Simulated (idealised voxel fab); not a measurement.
Process module name: voxel air gaps
The cross-section shown here is cut; it is 275 nm wide and divided into square cells measuring 5 nm on a side.
Cross-section = grid of square cells, listed top down in bands; band = one or more rows. First you get the band's top height and its bottom height, in nm, and then the materials it's made of, left to right, with each width in nm. If you see a single material with "throughout", that one covers the band edge to edge. "air" is empty space. Height 0 is the level under which the wafer as received is all one material. The lowest band goes on downwards, as in "z 0 and below". Think of "30 to 40" as a width that walks from the first number to the second as you go down the band, top row to bottom row, taking equal-sized steps from row to row. When a step is marked "nothing was modified", none of the cells in the cross-section changed during that step. Empty spaces without an open route to the top, at least 8 cells in extent, make up the entry "Closed void roster"; each is given as width x height at distance, where the distance is measured from the left edge, and all are in nm. On a step's line, text after the settings is the simulator commenting on that step. What "overlay nm" on a step's line means: if the step has a mask, that mask lay this far to the right of its planned place, or, when the value is negative, to the left.

## The planned process steps are enumerated hereunder
| 1 | op RECEIVE | material Si |
| 2 | op CONFORMAL_DEP | material SiO2 | thk nm 10 |
| 3 | op CONFORMAL_DEP | material SiN | thk nm 5 |
| 4 | op DIRECTIONAL_DEP | material SiO2 | thk nm 35 |
| 5 | op MASKED_ETCH | tone open | mask id LINES | width nm 20 | pitch nm 50 | etch materials SiO2 | depth nm 35 | overlay nm 0 |
| 6 | op CONFORMAL_DEP | material TiN | thk nm 5 |
| 7 | op FILL_DEP | material W | thk nm 10 |
| 8 | op CMP | height nm 50 |
| 9 | op EPI | material Ru | thk nm 10 |
| 10 | op SELECTIVE_ETCH | etch materials SiO2 | depth nm 45 |
| 11 | op CONFORMAL_DEP | material SiN | thk nm 5 |

## Cross-section of the incoming wafer, state after step 1
> z 0 and below  Si throughout
> Closed void roster: none

## Same starting wafer, same plan as above, one mistake in the execution; this is the cross-section at the end of the module
> z 65 to 60  SiN throughout
> z 60 to 50  Ru throughout
> z 50 to 20  45 of W | 5 of TiN | 20 of SiO2 | 5 of TiN | 20 of W | 5 of TiN | 20 of SiO2 | 5 of TiN | 20 of W | 5 of TiN | 20 of SiO2 | 5 of TiN | 20 of W | 5 of TiN | 20 of SiO2 | 5 of TiN | 50 of W
> z 20 to 15  50 of TiN | 20 of SiO2 | 30 of TiN | 20 of SiO2 | 30 of TiN | 20 of SiO2 | 30 of TiN | 20 of SiO2 | 55 of TiN
> z 15 to 10  SiN throughout
> z 10 to 0  SiO2 throughout
> z 0 and below  Si throughout
> Closed void roster: none
What was done differently from what was planned? step 5 did not use the planned setting and instead ran as op MASKED_ETCH | tone cover | mask id LINES | width nm 20 | pitch nm 50 | etch materials SiO2 | depth nm 35 | overlay nm 0
